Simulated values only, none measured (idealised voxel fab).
process module | voxel local oxidation
cross-section cut | 205 nm wide | cells 5 nm
A cross-section is a grid of square cells, given in bands from the top down. A band is one or more rows of cells.
Each band's line starts with the height of the band's top and of its bottom, in nm. Then come its materials from left to right, each with its width in nm. One material with "throughout" fills the band from edge to edge. "air" is empty space.
Height 0 is the level under which the wafer as received is all one material. The lowest band goes on downwards, as in "0 down".
A width such as "30 to 40" changes by the same amount from each row of cells to the next, from the band's top row to its bottom row.
"no change" after a step means that no cell of the cross-section changed.
closed voids: empty space of 8 cells or more with no open way to the top, each as width x height at its distance from the left edge, in nm
after a step's settings: what the simulator itself notes on the step
overlay nm, on a step with a mask: how far to the right of its planned place the mask lay; to the left if negative
plan
1 op RECEIVE | material Si
2 op OXIDIZE | depth nm 5
3 op CONFORMAL_DEP | material SiN | thk nm 10
4 op MASKED_ETCH | tone cover | mask id ACTIVE | width nm 105 | etch materials SiN | depth nm 10 | overlay nm 0
5 op SELECTIVE_ETCH | etch materials SiO2 | depth nm 5
6 op OXIDIZE | depth nm 10
7 op STRIP | etch materials SiN
first wafer, as planned
as received, after step 1
  0 down: Si throughout
  closed voids: none
after step 2
  0 to -5: SiO2 throughout
  below -5: unchanged
after step 3
  10 to 0: SiN throughout
  below 0: unchanged
after step 4
  10 to 0: air 50 | SiN 105 | air 50
  below 0: unchanged
after step 5
  10 to 0: air 50 | SiN 105 | air 50
  0 to -5: air 55 | SiO2 95 | air 55
  below -5: unchanged
after step 6
  10 to 0: air 50 | SiN 105 | air 50
  0 to -5: air 55 | SiO2 95 | air 55
  -5 to -15: SiO2 65 | Si 75 | SiO2 65
  below -15: unchanged
after step 7
  0 to -5: air 55 | SiO2 95 | air 55
  below -5: unchanged
second wafer: like start, like plan, one mistake. Through step 3 it matches the first wafer
when step 4 should have ended
  10 to 0: SiN 50 | air 105 | SiN 50
  below 0: unchanged
when step 5 should have ended
  10 to 0: SiN 50 | air 105 | SiN 50
  0 to -5: SiO2 45 | air 115 | SiO2 45
  below -5: unchanged
when step 6 should have ended
  10 to 0: SiN 50 | air 105 | SiN 50
  0 to -5: SiO2 45 | air 115 | SiO2 45
  -5 to -15: Si 35 | SiO2 135 | Si 35
  below -15: unchanged
when step 7 should have ended
  0 to -5: SiO2 45 | air 115 | SiO2 45
  below -5: unchanged
what went wrong: step 4 ran as: op MASKED_ETCH | tone open | mask id ACTIVE | width nm 105 | etch materials SiN | depth nm 10 | overlay nm 0
at the end the second wafer has, in cells: 2 fewer of Si | 1 more of SiO2
